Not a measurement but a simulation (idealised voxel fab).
process module | voxel capacitor over wiring
cross-section cut | 190 nm wide | cells 5 nm
A cross-section is a grid of square cells, given in bands from the top down. A band is one or more rows of cells.
Each band's line starts with the height of the band's top and of its bottom, in nm. Then come its materials from left to right, each with its width in nm. One material with "throughout" fills the band from edge to edge. "air" is empty space.
Height 0 is the level under which the wafer as received is all one material. The lowest band goes on downwards, as in "0 down".
A width such as "30 to 40" changes by the same amount from each row of cells to the next, from the band's top row to its bottom row.
"no change" after a step means that no cell of the cross-section changed.
closed voids: empty space of 8 cells or more with no open way to the top, each as width x height at its distance from the left edge, in nm
after a step's settings: what the simulator itself notes on the step
overlay nm, on a step with a mask: how far to the right of its planned place the mask lay; to the left if negative
Each pair below shows a cross-section before one step and the cross-section after it, down to the lowest band that changed. The line under each pair gives the step between them, with its settings. The pairs can come from different runs of this module on the same starting wafer, so a pair continues from the pair above only where its "before" says so.
before
  85 to 80: air 55 | TiN 5 | air 5 | TiN 45 | air 80
  80 to 75: air 55 | TiN 55 | air 80
  75 to 70: air 55 | SiN 5 | TiN 5 | SiN 45 | air 80
  70 to 65: Ru 60 | SiN 5 | Ru 125
  65 to 60: TiN 55 | Ru 15 | TiN 120
  60 to 55: SiO2 55 | TiN 15 | SiO2 120
  55 to 40: SiO2 55 | Ru 15 | SiO2 120
  40 to 35: SiCN 55 | Ru 15 | SiCN 120
  35 to 15: SiO2 45 | TiN 5 | Ru 15 | TiN 5 | SiO2 50 | TiN 5 | Ru 15 | TiN 5 | SiO2 45
  15 to 10: SiCN 45 | TiN 25 | SiCN 50 | TiN 25 | SiCN 45
  10 to 0: SiO2 throughout
  0 down: Si throughout
  closed voids: none
after
  95 to 90: air 55 | aC 5 | air 5 | aC 45 | air 80
  90 to 85: air 55 | aC 55 | air 80
  85 to 80: air 55 | TiN 5 | aC 5 | TiN 45 | air 80
  80 to 75: aC 55 | TiN 55 | aC 80
  75 to 70: aC 55 | SiN 5 | TiN 5 | SiN 45 | aC 80
  below 70: unchanged
  closed voids: none
the step between: op DIRECTIONAL_DEP | material aC | thk nm 10
before: the cross-section after the pair above
after
  125 to 95: air 50 | resist 65 | air 75
  95 to 90: air 50 | resist 5 | aC 5 | resist 5 | aC 45 | resist 5 | air 75
  90 to 85: air 50 | resist 5 | aC 55 | resist 5 | air 75
  85 to 80: air 50 | resist 5 | TiN 5 | aC 5 | TiN 45 | resist 5 | air 75
  below 80: unchanged
  closed voids: none
the step between: op PATTERN | tone cover | mask id LOWER_PLATE | material resist | width nm 65 | thk nm 30 | overlay nm 0
before: the cross-section after the pair above
after
  115 to 95: air 50 | resist 65 | air 75
  95 to 90: air 50 | resist 5 | aC 5 | resist 5 | aC 45 | resist 5 | air 75
  90 to 85: air 50 | resist 5 | aC 55 | resist 5 | air 75
  85 to 80: air 50 | resist 5 | TiN 5 | aC 5 | TiN 45 | resist 5 | air 75
  80 to 75: air 50 | aC 5 | TiN 55 | aC 5 | air 75
  75 to 70: air 50 | aC 5 | SiN 5 | TiN 5 | SiN 45 | aC 5 | air 75
  below 70: unchanged
  closed voids: none
the step between: op DIRECTIONAL_ETCH | etch materials aC | depth nm 10
before: the cross-section after the pair above
after
  95 to 90: air 55 | aC 5 | air 5 | aC 45 | air 80
  90 to 85: air 55 | aC 55 | air 80
  85 to 80: air 55 | TiN 5 | aC 5 | TiN 45 | air 80
  below 80: unchanged
  closed voids: none
the step between: op STRIP | etch materials resist
before: the cross-section after the pair above
after
  85 to 80: air 55 | TiN 5 | air 5 | TiN 45 | air 80
  80 to 75: air 55 | TiN 55 | air 80
  75 to 70: air 55 | SiN 5 | TiN 5 | SiN 45 | air 80
  below 70: unchanged
  closed voids: none
the step between: op STRIP | etch materials aC
before: the cross-section after the pair above
after
  105 to 85: SiO2 throughout
  85 to 80: SiO2 55 | TiN 5 | SiO2 5 | TiN 45 | SiO2 80
  80 to 75: SiO2 55 | TiN 55 | SiO2 80
  75 to 70: SiO2 55 | SiN 5 | TiN 5 | SiN 45 | SiO2 80
  below 70: unchanged
  closed voids: none
the step between: op FILL_DEP | material SiO2 | thk nm 20
before: the cross-section after the pair above
after
  95 to 85: SiO2 throughout
  below 85: unchanged
  closed voids: none
the step between: op CMP | height nm 95
before: the cross-section after the pair above
after
  95 to 85: SiO2 65 | air 15 | SiO2 110
  below 85: unchanged
  closed voids: none
the step between: op MASKED_ETCH | tone open | mask id PLUG_2 | width nm 15 | etch materials SiO2 | depth nm 15 | overlay nm 0
before: the cross-section after the pair above
after
  100 to 95: TiN 70 | air 5 | TiN 115
  95 to 90: SiO2 65 | TiN 5 | air 5 | TiN 5 | SiO2 110
  90 to 85: SiO2 65 | TiN 15 | SiO2 110
  below 85: unchanged
  closed voids: none
the step between: op CONFORMAL_DEP | material TiN | thk nm 5
before: the cross-section after the pair above
after
  105 to 100: Ru throughout
  100 to 95: TiN 70 | Ru 5 | TiN 115
  95 to 90: SiO2 65 | TiN 5 | Ru 5 | TiN 5 | SiO2 110
  below 90: unchanged
  closed voids: none
the step between: op FILL_DEP | material Ru | thk nm 5
before: the cross-section after the pair above
after
  95 to 90: SiO2 65 | TiN 5 | Ru 5 | TiN 5 | SiO2 110
  below 90: unchanged
  closed voids: none
the step between: op CMP | height nm 95
before: the cross-section after the pair above
after
  100 to 95: SiN throughout
  below 95: unchanged
  closed voids: none
the step between: op CONFORMAL_DEP | material SiN | thk nm 5
before
  75 to 60: resist 55 | air 15 | resist 120
  60 to 40: SiO2 throughout
  40 to 35: SiCN throughout
  35 to 15: SiO2 45 | TiN 5 | Ru 15 | TiN 5 | SiO2 50 | TiN 5 | Ru 15 | TiN 5 | SiO2 45
  15 to 10: SiCN 45 | TiN 25 | SiCN 50 | TiN 25 | SiCN 45
  10 to 0: SiO2 throughout
  0 down: Si throughout
  closed voids: none
after
  75 to 60: resist 55 | air 15 | resist 120
  60 to 50: SiO2 55 | air 15 | SiO2 120
  below 50: unchanged
  closed voids: none
the step between: op DIRECTIONAL_ETCH | etch materials SiO2 | depth nm 10
before: the cross-section after the pair above
after
  60 to 50: SiO2 55 | air 15 | SiO2 120
  below 50: unchanged
  closed voids: none
the step between: op STRIP | etch materials resist
before: the cross-section after the pair above
after
  65 to 60: TiN 55 | air 15 | TiN 120
  60 to 55: SiO2 55 | air 15 | SiO2 120
  55 to 50: SiO2 55 | TiN 15 | SiO2 120
  below 50: unchanged
  closed voids: none
the step between: op DIRECTIONAL_DEP | material TiN | thk nm 5
before: the cross-section after the pair above
after
  70 to 65: SiN 55 | air 15 | SiN 120
  65 to 60: TiN 55 | air 15 | TiN 120
  60 to 55: SiO2 55 | SiN 15 | SiO2 120
  below 55: unchanged
  closed voids: none
the step between: op DIRECTIONAL_DEP | material SiN | thk nm 5
before: the cross-section after the pair above
after
  80 to 70: TiN 55 | air 15 | TiN 120
  70 to 65: SiN 55 | TiN 15 | SiN 120
  65 to 60: TiN throughout
  below 60: unchanged
  closed voids: none
the step between: op DIRECTIONAL_DEP | material TiN | thk nm 10
before: the cross-section after the pair above
after
  90 to 80: aC 55 | air 15 | aC 120
  80 to 70: TiN 55 | aC 15 | TiN 120
  below 70: unchanged
  closed voids: none
the step between: op DIRECTIONAL_DEP | material aC | thk nm 10
before: the cross-section after the pair above
after
  120 to 90: air 55 | resist 55 | air 80
  90 to 80: aC 55 | resist 15 | aC 120
  below 80: unchanged
  closed voids: none
the step between: op PATTERN | tone cover | mask id UPPER_PLATE | material resist | width nm 55 | thk nm 30 | overlay nm 0
before: the cross-section after the pair above
after
  110 to 90: air 55 | resist 55 | air 80
  90 to 80: air 55 | resist 15 | aC 40 | air 80
  below 80: unchanged
  closed voids: none
the step between: op DIRECTIONAL_ETCH | etch materials aC | depth nm 10
before: the cross-section after the pair above
after
  90 to 80: air 70 | aC 40 | air 80
  below 80: unchanged
  closed voids: none
the step between: op STRIP | etch materials resist
before: the cross-section after the pair above
after
  90 to 80: air 70 | aC 40 | air 80
  80 to 70: air 55 | aC 15 | TiN 40 | air 80
  below 70: unchanged
  closed voids: none
the step between: op DIRECTIONAL_ETCH | etch materials TiN | depth nm 10
before: the cross-section after the pair above
after
  90 to 80: air 70 | aC 40 | air 80
  80 to 70: air 55 | aC 15 | TiN 40 | air 80
  70 to 65: air 55 | TiN 15 | SiN 40 | air 80
  below 65: unchanged
  closed voids: none
the step between: op DIRECTIONAL_ETCH | etch materials SiN | depth nm 5
before: the cross-section after the pair above
after
  80 to 70: air 70 | TiN 40 | air 80
  below 70: unchanged
  closed voids: none
the step between: op STRIP | etch materials aC
before: the cross-section after the pair above
after
  90 to 80: air 70 | aC 40 | air 80
  80 to 75: air 55 | aC 15 | TiN 40 | air 80
  75 to 70: aC 70 | TiN 40 | aC 80
  70 to 65: aC 55 | TiN 15 | SiN 40 | aC 80
  below 65: unchanged
  closed voids: none
the step between: op DIRECTIONAL_DEP | material aC | thk nm 10
before: the cross-section after the pair above
after
  120 to 90: air 50 | resist 65 | air 75
  90 to 80: air 50 | resist 20 | aC 40 | resist 5 | air 75
  80 to 75: air 50 | resist 5 | aC 15 | TiN 40 | resist 5 | air 75
  below 75: unchanged
  closed voids: none
the step between: op PATTERN | tone cover | mask id LOWER_PLATE | material resist | width nm 65 | thk nm 30 | overlay nm 0
before: the cross-section after the pair above
after
  110 to 90: air 50 | resist 65 | air 75
  90 to 80: air 50 | resist 20 | aC 40 | resist 5 | air 75
  80 to 75: air 50 | resist 5 | aC 15 | TiN 40 | resist 5 | air 75
  75 to 70: air 50 | aC 20 | TiN 40 | aC 5 | air 75
  70 to 65: air 50 | aC 5 | TiN 15 | SiN 40 | aC 5 | air 75
  below 65: unchanged
  closed voids: none
the step between: op DIRECTIONAL_ETCH | etch materials aC | depth nm 10
before: the cross-section after the pair above
after
  90 to 80: air 70 | aC 40 | air 80
  80 to 75: air 55 | aC 15 | TiN 40 | air 80
  below 75: unchanged
  closed voids: none
the step between: op STRIP | etch materials resist
before: the cross-section after the pair above
after
  90 to 80: air 70 | aC 40 | air 80
  80 to 75: air 55 | aC 15 | TiN 40 | air 80
  75 to 70: air 50 | aC 20 | TiN 40 | aC 5 | air 75
  70 to 65: air 50 | aC 5 | TiN 15 | SiN 40 | aC 5 | air 75
  65 to 60: air 50 | TiN 65 | air 75
  below 60: unchanged
  closed voids: none
the step between: op DIRECTIONAL_ETCH | etch materials TiN | depth nm 5
before: the cross-section after the pair above
after
  80 to 70: air 70 | TiN 40 | air 80
  70 to 65: air 55 | TiN 15 | SiN 40 | air 80
  below 65: unchanged
  closed voids: none
the step between: op STRIP | etch materials aC
before: the cross-section after the pair above
after
  100 to 80: SiO2 throughout
  80 to 70: SiO2 70 | TiN 40 | SiO2 80
  70 to 65: SiO2 55 | TiN 15 | SiN 40 | SiO2 80
  65 to 60: SiO2 50 | TiN 65 | SiO2 75
  below 60: unchanged
  closed voids: none
the step between: op FILL_DEP | material SiO2 | thk nm 20
before: the cross-section after the pair above
after
  95 to 80: SiO2 throughout
  below 80: unchanged
  closed voids: none
the step between: op CMP | height nm 95
before: the cross-section after the pair above
after
  95 to 80: SiO2 65 | air 15 | SiO2 110
  below 80: unchanged
  closed voids: none
the step between: op MASKED_ETCH | tone open | mask id PLUG_2 | width nm 15 | etch materials SiO2 | depth nm 15 | overlay nm 0
before: the cross-section after the pair above
after
  100 to 95: TiN 70 | air 5 | TiN 115
  95 to 85: SiO2 65 | TiN 5 | air 5 | TiN 5 | SiO2 110
  85 to 80: SiO2 65 | TiN 15 | SiO2 110
  below 80: unchanged
  closed voids: none
the step between: op CONFORMAL_DEP | material TiN | thk nm 5
before: the cross-section after the pair above
after
  105 to 100: Ru throughout
  100 to 95: TiN 70 | Ru 5 | TiN 115
  95 to 85: SiO2 65 | TiN 5 | Ru 5 | TiN 5 | SiO2 110
  below 85: unchanged
  closed voids: none
the step between: op FILL_DEP | material Ru | thk nm 5
before: the cross-section after the pair above
after
  95 to 85: SiO2 65 | TiN 5 | Ru 5 | TiN 5 | SiO2 110
  below 85: unchanged
  closed voids: none
the step between: op CMP | height nm 95
before: the cross-section after the pair above
after
  100 to 95: SiN throughout
  below 95: unchanged
  closed voids: none
the step between: op CONFORMAL_DEP | material SiN | thk nm 5
before
  35 to 15: SiO2 throughout
  15 to 10: SiCN throughout
  10 to 0: SiO2 throughout
  0 down: Si throughout
  closed voids: none
after
  35 to 15: SiO2 40 | air 35 | SiO2 40 | air 35 | SiO2 40
  below 15: unchanged
  closed voids: none
the step between: op MASKED_ETCH | tone open | mask id METAL_1 | width nm 35 | pitch nm 75 | etch materials SiO2 | depth nm 20 | overlay nm 0
before: the cross-section after the pair above
after
  35 to 15: SiO2 40 | air 35 | SiO2 40 | air 35 | SiO2 40
  15 to 10: SiCN 45 | air 25 | SiCN 50 | air 25 | SiCN 45
  below 10: unchanged
  closed voids: none
the step between: op MASKED_ETCH | tone open | mask id METAL_1 | width nm 25 | pitch nm 75 | etch materials SiCN | depth nm 5 | overlay nm 0
before: the cross-section after the pair above
after
  40 to 35: TiN 45 | air 25 | TiN 50 | air 25 | TiN 45
  35 to 20: SiO2 40 | TiN 5 | air 25 | TiN 5 | SiO2 40 | TiN 5 | air 25 | TiN 5 | SiO2 40
  20 to 15: SiO2 40 | TiN 10 | air 15 | TiN 10 | SiO2 40 | TiN 10 | air 15 | TiN 10 | SiO2 40
  15 to 10: SiCN 45 | TiN 25 | SiCN 50 | TiN 25 | SiCN 45
  below 10: unchanged
  closed voids: none
the step between: op CONFORMAL_DEP | material TiN | thk nm 5
before: the cross-section after the pair above
after
  50 to 40: Ru throughout
  40 to 35: TiN 45 | Ru 25 | TiN 50 | Ru 25 | TiN 45
  35 to 20: SiO2 40 | TiN 5 | Ru 25 | TiN 5 | SiO2 40 | TiN 5 | Ru 25 | TiN 5 | SiO2 40
  20 to 15: SiO2 40 | TiN 10 | Ru 15 | TiN 10 | SiO2 40 | TiN 10 | Ru 15 | TiN 10 | SiO2 40
  below 15: unchanged
  closed voids: none
the step between: op FILL_DEP | material Ru | thk nm 10
before: the cross-section after the pair above
after
  35 to 20: SiO2 40 | TiN 5 | Ru 25 | TiN 5 | SiO2 40 | TiN 5 | Ru 25 | TiN 5 | SiO2 40
  below 20: unchanged
  closed voids: none
the step between: op CMP | height nm 35
before: the cross-section after the pair above
after
  40 to 35: SiCN throughout
  below 35: unchanged
  closed voids: none
the step between: op CONFORMAL_DEP | material SiCN | thk nm 5
before: the cross-section after the pair above
after
  60 to 40: SiO2 throughout
  below 40: unchanged
  closed voids: none
the step between: op DIRECTIONAL_DEP | material SiO2 | thk nm 20
before: the cross-section after the pair above
after
  75 to 60: resist 55 | air 15 | resist 120
  below 60: unchanged
  closed voids: none
the step between: op PATTERN | tone open | mask id PLUG_1 | material resist | width nm 15 | thk nm 15 | overlay nm 0
before: the cross-section after the pair above
after
  75 to 60: resist 55 | air 15 | resist 120
  60 to 40: SiO2 55 | air 15 | SiO2 120
  below 40: unchanged
  closed voids: none
the step between: op DIRECTIONAL_ETCH | etch materials SiO2 | depth nm 20
before: the cross-section after the pair above
after
  75 to 60: resist 55 | air 15 | resist 120
  60 to 40: SiO2 55 | air 15 | SiO2 120
  40 to 35: SiCN 55 | air 15 | SiCN 120
  below 35: unchanged
  closed voids: none
the step between: op DIRECTIONAL_ETCH | etch materials SiCN | depth nm 5
before: the cross-section after the pair above
after
  60 to 40: SiO2 55 | air 15 | SiO2 120
  below 40: unchanged
  closed voids: none
the step between: op STRIP | etch materials resist
before: the cross-section after the pair above
after
  60 to 45: SiO2 55 | air 15 | SiO2 120
  45 to 40: SiO2 55 | Ru 15 | SiO2 120
  40 to 35: SiCN 55 | Ru 15 | SiCN 120
  below 35: unchanged
  closed voids: none
the step between: op EPI | material Ru | thk nm 10
before: the cross-section after the pair above
after
  60 to 55: SiO2 55 | air 15 | SiO2 120
  55 to 40: SiO2 55 | Ru 15 | SiO2 120
  below 40: unchanged
  closed voids: none
the step between: op EPI | material Ru | thk nm 10
before: the cross-section after the pair above
after
  60 to 40: SiO2 55 | Ru 15 | SiO2 120
  below 40: unchanged
  closed voids: none
the step between: op EPI | material Ru | thk nm 5
before: the cross-section after the pair above
after
  65 to 60: TiN throughout
  below 60: unchanged
  closed voids: none
the step between: op DIRECTIONAL_DEP | material TiN | thk nm 5
before: the cross-section after the pair above
after
  70 to 65: SiN throughout
  below 65: unchanged
  closed voids: none
the step between: op DIRECTIONAL_DEP | material SiN | thk nm 5
before: the cross-section after the pair above
after
  80 to 70: TiN throughout
  below 70: unchanged
  closed voids: none
the step between: op DIRECTIONAL_DEP | material TiN | thk nm 10
before: the cross-section after the pair above
after
  90 to 80: aC throughout
  below 80: unchanged
  closed voids: none
the step between: op DIRECTIONAL_DEP | material aC | thk nm 10
before: the cross-section after the pair above
after
  120 to 90: air 55 | resist 55 | air 80
  below 90: unchanged
  closed voids: none
the step between: op PATTERN | tone cover | mask id UPPER_PLATE | material resist | width nm 55 | thk nm 30 | overlay nm 0
before: the cross-section after the pair above
after
  110 to 90: air 55 | resist 55 | air 80
  90 to 80: air 55 | aC 55 | air 80
  below 80: unchanged
  closed voids: none
the step between: op DIRECTIONAL_ETCH | etch materials aC | depth nm 10
before: the cross-section after the pair above
after
  90 to 80: air 55 | aC 55 | air 80
  below 80: unchanged
  closed voids: none
the step between: op STRIP | etch materials resist
before: the cross-section after the pair above
after
  90 to 80: air 55 | aC 55 | air 80
  80 to 70: air 55 | TiN 55 | air 80
  below 70: unchanged
  closed voids: none
the step between: op DIRECTIONAL_ETCH | etch materials TiN | depth nm 10
before: the cross-section after the pair above
after
  90 to 80: air 55 | aC 55 | air 80
  80 to 70: air 55 | TiN 55 | air 80
  70 to 65: air 55 | SiN 55 | air 80
  below 65: unchanged
  closed voids: none
the step between: op DIRECTIONAL_ETCH | etch materials SiN | depth nm 5
before: the cross-section after the pair above
after
  80 to 70: air 55 | TiN 55 | air 80
  below 70: unchanged
  closed voids: none
the step between: op STRIP | etch materials aC
before: the cross-section after the pair above
after
  90 to 80: air 55 | aC 55 | air 80
  80 to 75: air 55 | TiN 55 | air 80
  75 to 70: aC 55 | TiN 55 | aC 80
  70 to 65: aC 55 | SiN 55 | aC 80
  below 65: unchanged
  closed voids: none
the step between: op DIRECTIONAL_DEP | material aC | thk nm 10
before: the cross-section after the pair above
after
  120 to 90: air 50 | resist 65 | air 75
  90 to 80: air 50 | resist 5 | aC 55 | resist 5 | air 75
  80 to 75: air 50 | resist 5 | TiN 55 | resist 5 | air 75
  below 75: unchanged
  closed voids: none
the step between: op PATTERN | tone cover | mask id LOWER_PLATE | material resist | width nm 65 | thk nm 30 | overlay nm 0
before: the cross-section after the pair above
after
  110 to 90: air 50 | resist 65 | air 75
  90 to 80: air 50 | resist 5 | aC 55 | resist 5 | air 75
  80 to 75: air 50 | resist 5 | TiN 55 | resist 5 | air 75
  75 to 70: air 50 | aC 5 | TiN 55 | aC 5 | air 75
  70 to 65: air 50 | aC 5 | SiN 55 | aC 5 | air 75
  below 65: unchanged
  closed voids: none
the step between: op DIRECTIONAL_ETCH | etch materials aC | depth nm 10
before: the cross-section after the pair above
after
  90 to 80: air 55 | aC 55 | air 80
  80 to 75: air 55 | TiN 55 | air 80
  below 75: unchanged
  closed voids: none
the step between: op STRIP | etch materials resist
before: the cross-section after the pair above
after
  90 to 80: air 55 | aC 55 | air 80
  80 to 75: air 55 | TiN 55 | air 80
  75 to 70: air 50 | aC 5 | TiN 55 | aC 5 | air 75
  70 to 65: air 50 | aC 5 | SiN 55 | aC 5 | air 75
  65 to 60: air 50 | TiN 65 | air 75
  below 60: unchanged
  closed voids: none
the step between: op DIRECTIONAL_ETCH | etch materials TiN | depth nm 5
before: the cross-section after the pair above
after
  80 to 70: air 55 | TiN 55 | air 80
  70 to 65: air 55 | SiN 55 | air 80
  below 65: unchanged
  closed voids: none
the step between: op STRIP | etch materials aC
before: the cross-section after the pair above
after
  100 to 80: SiO2 throughout
  80 to 70: SiO2 55 | TiN 55 | SiO2 80
  70 to 65: SiO2 55 | SiN 55 | SiO2 80
  65 to 60: SiO2 50 | TiN 65 | SiO2 75
  below 60: unchanged
  closed voids: none
the step between: op FILL_DEP | material SiO2 | thk nm 20
before: the cross-section after the pair above
after
  95 to 80: SiO2 throughout
  below 80: unchanged
  closed voids: none
the step between: op CMP | height nm 95
before: the cross-section after the pair above
after
  95 to 80: SiO2 65 | air 15 | SiO2 110
  below 80: unchanged
  closed voids: none
the step between: op MASKED_ETCH | tone open | mask id PLUG_2 | width nm 15 | etch materials SiO2 | depth nm 15 | overlay nm 0
before: the cross-section after the pair above
after
  100 to 95: TiN 70 | air 5 | TiN 115
  95 to 85: SiO2 65 | TiN 5 | air 5 | TiN 5 | SiO2 110
  85 to 80: SiO2 65 | TiN 15 | SiO2 110
  below 80: unchanged
  closed voids: none
the step between: op CONFORMAL_DEP | material TiN | thk nm 5
before: the cross-section after the pair above
after
  105 to 100: Ru throughout
  100 to 95: TiN 70 | Ru 5 | TiN 115
  95 to 85: SiO2 65 | TiN 5 | Ru 5 | TiN 5 | SiO2 110
  below 85: unchanged
  closed voids: none
the step between: op FILL_DEP | material Ru | thk nm 5
before: the cross-section after the pair above
after
  95 to 85: SiO2 65 | TiN 5 | Ru 5 | TiN 5 | SiO2 110
  below 85: unchanged
  closed voids: none
the step between: op CMP | height nm 95
before: the cross-section after the pair above
after
  100 to 95: SiN throughout
  below 95: unchanged
  closed voids: none
the step between: op CONFORMAL_DEP | material SiN | thk nm 5
before
  35 to 15: SiO2 throughout
  15 to 10: SiCN throughout
  10 to 0: SiO2 throughout
  0 down: Si throughout
  closed voids: none
after
  35 to 15: SiO2 55 | air 25 | SiO2 50 | air 25 | SiO2 35
  below 15: unchanged
  closed voids: none
the step between: op MASKED_ETCH | tone open | mask id METAL_1 | width nm 25 | pitch nm 75 | etch materials SiO2 | depth nm 20 | overlay nm 10
before: the cross-section after the pair above
after
  35 to 15: SiO2 55 | air 25 | SiO2 50 | air 25 | SiO2 35
  15 to 10: SiCN 55 | air 15 | SiCN 60 | air 15 | SiCN 45
  below 10: unchanged
  closed voids: none
the step between: op MASKED_ETCH | tone open | mask id METAL_1 | width nm 25 | pitch nm 75 | etch materials SiCN | depth nm 5 | overlay nm 0
before: the cross-section after the pair above
after
  40 to 35: TiN 60 | air 15 | TiN 60 | air 15 | TiN 40
  35 to 20: SiO2 55 | TiN 5 | air 15 | TiN 5 | SiO2 50 | TiN 5 | air 15 | TiN 5 | SiO2 35
  20 to 15: SiO2 55 | TiN 5 | air 5 | TiN 15 | SiO2 50 | TiN 5 | air 5 | TiN 15 | SiO2 35
  15 to 10: SiCN 55 | TiN 15 | SiCN 60 | TiN 15 | SiCN 45
  below 10: unchanged
  closed voids: none
the step between: op CONFORMAL_DEP | material TiN | thk nm 5
before: the cross-section after the pair above
after
  50 to 40: Ru throughout
  40 to 35: TiN 60 | Ru 15 | TiN 60 | Ru 15 | TiN 40
  35 to 20: SiO2 55 | TiN 5 | Ru 15 | TiN 5 | SiO2 50 | TiN 5 | Ru 15 | TiN 5 | SiO2 35
  20 to 15: SiO2 55 | TiN 5 | Ru 5 | TiN 15 | SiO2 50 | TiN 5 | Ru 5 | TiN 15 | SiO2 35
  below 15: unchanged
  closed voids: none
the step between: op FILL_DEP | material Ru | thk nm 10
before: the cross-section after the pair above
after
  35 to 20: SiO2 55 | TiN 5 | Ru 15 | TiN 5 | SiO2 50 | TiN 5 | Ru 15 | TiN 5 | SiO2 35
  below 20: unchanged
  closed voids: none
the step between: op CMP | height nm 35
before: the cross-section after the pair above
after
  40 to 35: SiCN throughout
  below 35: unchanged
  closed voids: none
the step between: op CONFORMAL_DEP | material SiCN | thk nm 5
before: the cross-section after the pair above
after
  60 to 40: SiO2 throughout
  below 40: unchanged
  closed voids: none
the step between: op DIRECTIONAL_DEP | material SiO2 | thk nm 20
before: the cross-section after the pair above
after
  75 to 60: resist 55 | air 15 | resist 120
  below 60: unchanged
  closed voids: none
the step between: op PATTERN | tone open | mask id PLUG_1 | material resist | width nm 15 | thk nm 15 | overlay nm 0
before: the cross-section after the pair above
after
  75 to 60: resist 55 | air 15 | resist 120
  60 to 40: SiO2 55 | air 15 | SiO2 120
  below 40: unchanged
  closed voids: none
the step between: op DIRECTIONAL_ETCH | etch materials SiO2 | depth nm 20
before: the cross-section after the pair above
after
  75 to 60: resist 55 | air 15 | resist 120
  60 to 40: SiO2 55 | air 15 | SiO2 120
  40 to 35: SiCN 55 | air 15 | SiCN 120
  below 35: unchanged
  closed voids: none
the step between: op DIRECTIONAL_ETCH | etch materials SiCN | depth nm 5
before: the cross-section after the pair above
after
  60 to 40: SiO2 55 | air 15 | SiO2 120
  below 40: unchanged
  closed voids: none
the step between: op STRIP | etch materials resist
before: the cross-section after the pair above
after
  60 to 45: SiO2 55 | air 15 | SiO2 120
  45 to 40: SiO2 55 | Ru 15 | SiO2 120
  40 to 35: SiCN 55 | Ru 15 | SiCN 120
  below 35: unchanged
  closed voids: none
the step between: op EPI | material Ru | thk nm 10
before: the cross-section after the pair above
after
  60 to 55: SiO2 55 | air 15 | SiO2 120
  55 to 40: SiO2 55 | Ru 15 | SiO2 120
  below 40: unchanged
  closed voids: none
the step between: op EPI | material Ru | thk nm 10
before: the cross-section after the pair above
after
  60 to 40: SiO2 55 | Ru 15 | SiO2 120
  below 40: unchanged
  closed voids: none
the step between: op EPI | material Ru | thk nm 5
before: the cross-section after the pair above
after
  65 to 60: TiN throughout
  below 60: unchanged
  closed voids: none
the step between: op DIRECTIONAL_DEP | material TiN | thk nm 5
before: the cross-section after the pair above
after
  70 to 65: SiN throughout
  below 65: unchanged
  closed voids: none
the step between: op DIRECTIONAL_DEP | material SiN | thk nm 5
before: the cross-section after the pair above
after
  80 to 70: TiN throughout
  below 70: unchanged
  closed voids: none
the step between: op DIRECTIONAL_DEP | material TiN | thk nm 10
before: the cross-section after the pair above
after
  90 to 80: aC throughout
  below 80: unchanged
  closed voids: none
the step between: op DIRECTIONAL_DEP | material aC | thk nm 10
before: the cross-section after the pair above
after
  120 to 90: air 55 | resist 55 | air 80
  below 90: unchanged
  closed voids: none
the step between: op PATTERN | tone cover | mask id UPPER_PLATE | material resist | width nm 55 | thk nm 30 | overlay nm 0
before: the cross-section after the pair above
after
  110 to 90: air 55 | resist 55 | air 80
  90 to 80: air 55 | aC 55 | air 80
  below 80: unchanged
  closed voids: none
the step between: op DIRECTIONAL_ETCH | etch materials aC | depth nm 10
before: the cross-section after the pair above
after
  90 to 80: air 55 | aC 55 | air 80
  below 80: unchanged
  closed voids: none
the step between: op STRIP | etch materials resist
before: the cross-section after the pair above
after
  90 to 80: air 55 | aC 55 | air 80
  80 to 70: air 55 | TiN 55 | air 80
  below 70: unchanged
  closed voids: none
the step between: op DIRECTIONAL_ETCH | etch materials TiN | depth nm 10
before: the cross-section after the pair above
after
  90 to 80: air 55 | aC 55 | air 80
  80 to 70: air 55 | TiN 55 | air 80
  70 to 65: air 55 | SiN 55 | air 80
  below 65: unchanged
  closed voids: none
the step between: op DIRECTIONAL_ETCH | etch materials SiN | depth nm 5
before: the cross-section after the pair above
after
  80 to 70: air 55 | TiN 55 | air 80
  below 70: unchanged
  closed voids: none
the step between: op STRIP | etch materials aC
before: the cross-section after the pair above
after
  90 to 80: air 55 | aC 55 | air 80
  80 to 75: air 55 | TiN 55 | air 80
  75 to 70: aC 55 | TiN 55 | aC 80
  70 to 65: aC 55 | SiN 55 | aC 80
  below 65: unchanged
  closed voids: none
the step between: op DIRECTIONAL_DEP | material aC | thk nm 10
before: the cross-section after the pair above
after
  120 to 90: air 50 | resist 65 | air 75
  90 to 80: air 50 | resist 5 | aC 55 | resist 5 | air 75
  80 to 75: air 50 | resist 5 | TiN 55 | resist 5 | air 75
  below 75: unchanged
  closed voids: none
the step between: op PATTERN | tone cover | mask id LOWER_PLATE | material resist | width nm 65 | thk nm 30 | overlay nm 0
before: the cross-section after the pair above
after
  110 to 90: air 50 | resist 65 | air 75
  90 to 80: air 50 | resist 5 | aC 55 | resist 5 | air 75
  80 to 75: air 50 | resist 5 | TiN 55 | resist 5 | air 75
  75 to 70: air 50 | aC 5 | TiN 55 | aC 5 | air 75
  70 to 65: air 50 | aC 5 | SiN 55 | aC 5 | air 75
  below 65: unchanged
  closed voids: none
the step between: op DIRECTIONAL_ETCH | etch materials aC | depth nm 10
before: the cross-section after the pair above
after
  90 to 80: air 55 | aC 55 | air 80
  80 to 75: air 55 | TiN 55 | air 80
  below 75: unchanged
  closed voids: none
the step between: op STRIP | etch materials resist
before: the cross-section after the pair above
after
  90 to 80: air 55 | aC 55 | air 80
  80 to 75: air 55 | TiN 55 | air 80
  75 to 70: air 50 | aC 5 | TiN 55 | aC 5 | air 75
  70 to 65: air 50 | aC 5 | SiN 55 | aC 5 | air 75
  65 to 60: air 50 | TiN 65 | air 75
  below 60: unchanged
  closed voids: none
the step between: op DIRECTIONAL_ETCH | etch materials TiN | depth nm 5
before: the cross-section after the pair above
after
  80 to 70: air 55 | TiN 55 | air 80
  70 to 65: air 55 | SiN 55 | air 80
  below 65: unchanged
  closed voids: none
the step between: op STRIP | etch materials aC
before: the cross-section after the pair above
after
  100 to 80: SiO2 throughout
  80 to 70: SiO2 55 | TiN 55 | SiO2 80
  70 to 65: SiO2 55 | SiN 55 | SiO2 80
  65 to 60: SiO2 50 | TiN 65 | SiO2 75
  below 60: unchanged
  closed voids: none
the step between: op FILL_DEP | material SiO2 | thk nm 20
before: the cross-section after the pair above
after
  95 to 80: SiO2 throughout
  below 80: unchanged
  closed voids: none
the step between: op CMP | height nm 95
before: the cross-section after the pair above
after
  95 to 80: SiO2 65 | air 15 | SiO2 110
  below 80: unchanged
  closed voids: none
the step between: op MASKED_ETCH | tone open | mask id PLUG_2 | width nm 15 | etch materials SiO2 | depth nm 15 | overlay nm 0
before: the cross-section after the pair above
after
  100 to 95: TiN 70 | air 5 | TiN 115
  95 to 85: SiO2 65 | TiN 5 | air 5 | TiN 5 | SiO2 110
  85 to 80: SiO2 65 | TiN 15 | SiO2 110
  below 80: unchanged
  closed voids: none
the step between: op CONFORMAL_DEP | material TiN | thk nm 5
